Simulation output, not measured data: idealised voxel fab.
Process module in this document: voxel wiring stack
Cross-section cut: width 255 nm, square cells of 5 nm.
Notation: cross-section as square-cell grid; stated in bands, top first, going down; one or more cell rows per band.
First you get the band's top height and its bottom height, in nm, and then the materials it's made of, left to right, with each width in nm. If you see a single material with "edge to edge", that one covers the band edge to edge. "blank" is empty space.
Basically, 0 is our baseline, since under it the wafer straight out of the box is all one material. The bottom band has no lower end and keeps on going down, so it looks like "0 and below".
Width "30..40": first value at the band's top row of cells, second value at its bottom row, equal change from row to row.
Step note "changes: none" = no cross-section cell changed.
"Closed void roster" lists enclosed empty spaces (at least 8 cells, no open path upward to the top), each as width x height at distance from the left edge, in nm.
Note: text after step settings on the step line = simulator remark on that step.
A step's line can hold "overlay nm"; with a mask on that step, the setting says how far right of the planned place the mask lay, while a negative setting says it lay to the left.
The planned process steps are enumerated hereunder
1) RECEIVE | material Si
2) CONFORMAL_DEP | material SiO2 | thk nm 10
3) DIRECTIONAL_DEP | material TiN | thk nm 5
4) DIRECTIONAL_DEP | material Ru | thk nm 25
5) PATTERN | tone cover | mask id METAL_1 | material resist | width nm 25 | pitch nm 45 | thk nm 20 | overlay nm 0
6) DIRECTIONAL_ETCH | etch materials Ru | depth nm 25
7) DIRECTIONAL_ETCH | etch materials TiN | depth nm 5
8) STRIP | etch materials resist
9) CONFORMAL_DEP | material SiN | thk nm 5
10) FILL_DEP | material lowk | thk nm 5
11) CMP | height nm 40
12) CONFORMAL_DEP | material SiCN | thk nm 5
13) DIRECTIONAL_DEP | material lowk | thk nm 25
14) PATTERN | tone open | mask id METAL_2 | material resist | width nm 15 | pitch nm 45 | thk nm 20 | overlay nm 0
15) DIRECTIONAL_ETCH | etch materials lowk | depth nm 15
16) STRIP | etch materials resist
17) PATTERN | tone open | mask id METAL_2_HOLES | material resist | width nm 15 | pitch nm 45 | thk nm 20 | overlay nm 0
18) DIRECTIONAL_ETCH | etch materials lowk | depth nm 10
19) DIRECTIONAL_ETCH | etch materials SiCN | depth nm 5
20) STRIP | etch materials resist
21) CONFORMAL_DEP | material TiN | thk nm 5
22) FILL_DEP | material Cu | thk nm 5
23) CMP | height nm 70
24) CONFORMAL_DEP | material SiN | thk nm 5
Every wafer here starts from the same state; it is the step 14 width nm that distinguishes them, and the value the plan gives belongs to the first wafer.
Received wafers, first of several: cross-section after step 1
    0 and below | Si edge to edge
    Closed void roster: none
Per wafer (row), end of module: delta in cells per material since receipt, (+) for gained, (-) for lost; closed voids after that
width nm 15, +12 Cu, +100 Ru, +43 SiCN, +122 SiN, +102 SiO2, +76 TiN, +310 lowk, Closed void roster: none
width nm 20, +20 Cu, +100 Ru, +43 SiCN, +122 SiN, +102 SiO2, +80 TiN, +298 lowk, Closed void roster: none
width nm 25, +36 Cu, +100 Ru, +39 SiCN, +122 SiN, +102 SiO2, +80 TiN, +286 lowk, Closed void roster: none
width nm 30, +44 Cu, +100 Ru, +39 SiCN, +122 SiN, +102 SiO2, +84 TiN, +274 lowk, Closed void roster: none
